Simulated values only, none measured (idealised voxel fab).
Proc. module: voxel self aligned contacts
Square cell edge 5 nm, section width 185 nm, ID cut.
How to read a cross-section here: the picture is a grid of square cells, written as bands going from the top down, and any band can span one or more rows of cells. A band entry consists of two parts. The first gives the height of the band's top and the height of its bottom, in nm. The rest lists the band's materials from left to right, each with its width in nm. A single material labelled with the word "edge to edge" fills the band from edge to edge, and the word "air" marks empty space. A quick word on heights: they are counted from 0, and under that level the wafer as it came to us is one material throughout. The lowest band is different from the rest in having no bottom; it simply continues downward, written as in "top 0, no bottom". A width such as "30 to 40" changes by the same amount from each row of cells to the next, from the band's top row to its bottom row. "remained unchanged" -> step changed no cross-section cell. "Fully closed voids" - sealed voids, min. 8 cells, no opening to top; format: width x height at distance (distance from left edge; nm throughout). Past the settings on a step's line: simulator remark, on that step. Steps that use a mask can have "overlay nm" on their line. It says how far the mask sat to the right of where it was meant to be. Negative means to the left.
Process steps - plan
step 1: RECEIVE | material Si
step 2: CONFORMAL_DEP | material SiO2 | thk nm 5
step 3: DIRECTIONAL_DEP | material polySi | thk nm 20
step 4: DIRECTIONAL_DEP | material SiN | thk nm 15
step 5: PATTERN | tone cover | mask id GATE | material resist | width nm 30 | pitch nm 60 | thk nm 15 | overlay nm 0
step 6: DIRECTIONAL_ETCH | etch materials SiN | depth nm 15
step 7: DIRECTIONAL_ETCH | etch materials polySi | depth nm 20
step 8: STRIP | etch materials resist
step 9: CONFORMAL_DEP | material SiN | thk nm 5
step 10: DIRECTIONAL_ETCH | etch materials SiN | depth nm 5
step 11: FILL_DEP | material SiO2 | thk nm 15
step 12: CMP | height nm 45
step 13: MASKED_ETCH | tone open | mask id CONTACT | width nm 40 | pitch nm 60 | etch materials SiO2 | depth nm 45 | overlay nm 0
step 14: CONFORMAL_DEP | material TiN | thk nm 5
step 15: FILL_DEP | material W | thk nm 5
step 16: CMP | height nm 45
step 17: CONFORMAL_DEP | material SiCN | thk nm 5
Cross-section of the wafer as it came to us, i.e., already through step 1
> top 0, no bottom | Si edge to edge
> Fully closed voids: none
first wafer at the end, as planned
> top 50, bottom 45 | SiCN edge to edge
> top 45, bottom 40 | 40 of SiO2  15 of TiN  10 of W  15 of TiN  20 of SiO2  15 of TiN  10 of W  15 of TiN  45 of SiO2
> top 40, bottom 25 | 10 of SiO2  40 of SiN  5 of TiN  10 of W  5 of TiN  40 of SiN  5 of TiN  10 of W  5 of TiN  40 of SiN  15 of SiO2
> top 25, bottom 5 | 10 of SiO2  5 of SiN  30 of polySi  5 of SiN  5 of TiN  10 of W  5 of TiN  5 of SiN  30 of polySi  5 of SiN  5 of TiN  10 of W  5 of TiN  5 of SiN  30 of polySi  5 of SiN  15 of SiO2
> top 5, bottom 0 | 50 of SiO2  20 of TiN  40 of SiO2  20 of TiN  55 of SiO2
> top 0, no bottom | Si edge to edge
> Fully closed voids: none
Second of two wafers, module complete, sectioned: it shares the first wafer's start and plan but was run with one mistake
> top 50, bottom 45 | SiCN edge to edge
> top 45, bottom 40 | 10 of SiO2  40 of polySi  5 of TiN  10 of W  5 of TiN  40 of polySi  5 of TiN  10 of W  5 of TiN  40 of polySi  15 of SiO2
> top 40, bottom 25 | 10 of SiO2  5 of polySi  30 of SiN  5 of polySi  5 of TiN  10 of W  5 of TiN  5 of polySi  30 of SiN  5 of polySi  5 of TiN  10 of W  5 of TiN  5 of polySi  30 of SiN  5 of polySi  15 of SiO2
> top 25, bottom 15 | 10 of SiO2  40 of polySi  5 of TiN  10 of W  5 of TiN  40 of polySi  5 of TiN  10 of W  5 of TiN  40 of polySi  15 of SiO2
> top 15, bottom 10 | 10 of SiO2  40 of polySi  20 of TiN  40 of polySi  20 of TiN  40 of polySi  15 of SiO2
> top 10, bottom 5 | polySi edge to edge
> top 5, bottom 0 | SiO2 edge to edge
> top 0, no bottom | Si edge to edge
> Fully closed voids: none
It is concluded that the wafer was processed incorrectly with respect to the plan, in that step 9 did not use the planned setting and instead ran as CONFORMAL_DEP | material polySi | thk nm 5
Wrapping up, a cell-based count of both wafers puts the second over or under the first for these materials: 42 fewer of SiN | 13 fewer of SiO2 | 16 fewer of TiN | 8 fewer of W | 79 more of polySi
